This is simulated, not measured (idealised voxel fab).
The process module that follows is named voxel capacitor over wiring.
It is cross-section cut that appears here, measuring 255 nm in width, its square cells being 5 nm in size.
In what follows, cross-sections appear as grids of square cells, described through bands that run from the top down, where every band is one or more rows of cells. Heads up on the band format: heights come first, top then bottom, in nm. After that it's the materials left to right, each with its width in nm. A single material flagged "full width" fills the whole band edge to edge, and "blank" means there's empty space there. Heights are expressed relative to 0, this being the level below which the as-received wafer comprises one material exclusively. The lowest band is unbounded in the downward direction and is denoted as in "0 and below". With a width like "30->40", each row of cells in the band differs from the next by the same amount, the top row carrying the first number and the bottom row the second. Step note "no alterations made" = no cross-section cell changed. Enclosed voids (no open way to top), threshold 8 cells or more, entry "Voids, fully enclosed", notation width x height at distance, distance from left edge, nm. That trailing text on a step's line, after the settings, is the simulator's own remark on the step. For masked steps, "overlay nm" on the step line gives how far right of plan the mask actually lay; a minus sign means it lay to the left.

THE STEPS PLANNED FOR THE PROCESS ARE AS FOLLOWS
1. op RECEIVE | material Si
2. op CONFORMAL_DEP | material SiO2 | thk nm 10
3. op CONFORMAL_DEP | material SiCN | thk nm 5
4. op DIRECTIONAL_DEP | material lowk | thk nm 20
5. op DIRECTIONAL_DEP | material aC | thk nm 10
6. op PATTERN | tone open | mask id METAL_1 | material resist | width nm 30 | pitch nm 80 | thk nm 25 | overlay nm 0
7. op DIRECTIONAL_ETCH | etch materials aC | depth nm 10
8. op STRIP | etch materials resist
9. op DIRECTIONAL_ETCH | etch materials lowk | depth nm 20
10. op DIRECTIONAL_ETCH | etch materials SiCN | depth nm 5
11. op STRIP | etch materials aC
12. op CONFORMAL_DEP | material TiN | thk nm 5
13. op FILL_DEP | material Cu | thk nm 5
14. op CMP | height nm 35
15. op CONFORMAL_DEP | material SiCN | thk nm 5
16. op DIRECTIONAL_DEP | material lowk | thk nm 10
17. op MASKED_ETCH | tone open | mask id PLUG_1 | width nm 15 | etch materials lowk | depth nm 10 | overlay nm 0
18. op MASKED_ETCH | tone open | mask id PLUG_1 | width nm 15 | etch materials SiCN | depth nm 5 | overlay nm 0
19. op EPI | material Ru | thk nm 10
20. op EPI | material Ru | thk nm 5
21. op DIRECTIONAL_DEP | material TiN | thk nm 10
22. op DIRECTIONAL_DEP | material Al2O3 | thk nm 5
23. op DIRECTIONAL_DEP | material TiN | thk nm 10
24. op PATTERN | tone cover | mask id UPPER_PLATE | material resist | width nm 55 | thk nm 20 | overlay nm 0
25. op DIRECTIONAL_ETCH | etch materials TiN | depth nm 10
26. op DIRECTIONAL_ETCH | etch materials Al2O3 | depth nm 5
27. op STRIP | etch materials resist
28. op MASKED_ETCH | tone cover | mask id LOWER_PLATE | width nm 65 | etch materials TiN | depth nm 10 | overlay nm 0
29. op FILL_DEP | material SiO2 | thk nm 15
30. op CMP | height nm 85
31. op MASKED_ETCH | tone open | mask id PLUG_2 | width nm 15 | etch materials SiO2 | depth nm 10 | overlay nm 0
32. op CONFORMAL_DEP | material TiN | thk nm 5
33. op FILL_DEP | material Ru | thk nm 5
34. op CMP | height nm 85
35. op CONFORMAL_DEP | material SiN | thk nm 5

WAFER CROSS-SECTION ON RECEIPT, I.E. AFTER STEP 1
    0 and below = Si full width
    Voids, fully enclosed: none

THIS IS HOW THE WAFER LOOKS IN CROSS-SECTION ONCE THE MODULE IS DONE, GIVEN THE STARTING STATE AND PLAN ABOVE AND ONE MISTAKE IN CARRYING THE PLAN OUT
    90 down to 85 = SiN full width
    85 down to 80 = SiO2: 95  TiN: 15  SiO2: 145
    80 down to 75 = SiO2: 85  TiN: 5  SiO2: 5  TiN: 45  SiO2: 115
    75 down to 70 = SiO2: 85  TiN: 55  SiO2: 115
    70 down to 65 = SiO2: 85  Al2O3: 5  TiN: 5  Al2O3: 45  SiO2: 115
    65 down to 60 = Ru: 90  Al2O3: 5  Ru: 160
    60 down to 55 = TiN: 85  Ru: 15  TiN: 155
    55 down to 50 = TiN full width
    50 down to 45 = lowk: 85  TiN: 15  lowk: 155
    45 down to 40 = lowk: 85  Ru: 15  lowk: 155
    40 down to 35 = SiCN: 85  Ru: 15  SiCN: 155
    35 down to 15 = lowk: 70  TiN: 5  Cu: 20  TiN: 5  lowk: 50  TiN: 5  Cu: 20  TiN: 5  lowk: 75
    15 down to 10 = SiCN: 70  TiN: 30  SiCN: 50  TiN: 30  SiCN: 75
    10 down to 0 = SiO2 full width
    0 and below = Si full width
    Voids, fully enclosed: none
Deviation noted in wafer processing: contrary to the plan, steps 20 and 21 were processed in exchanged order
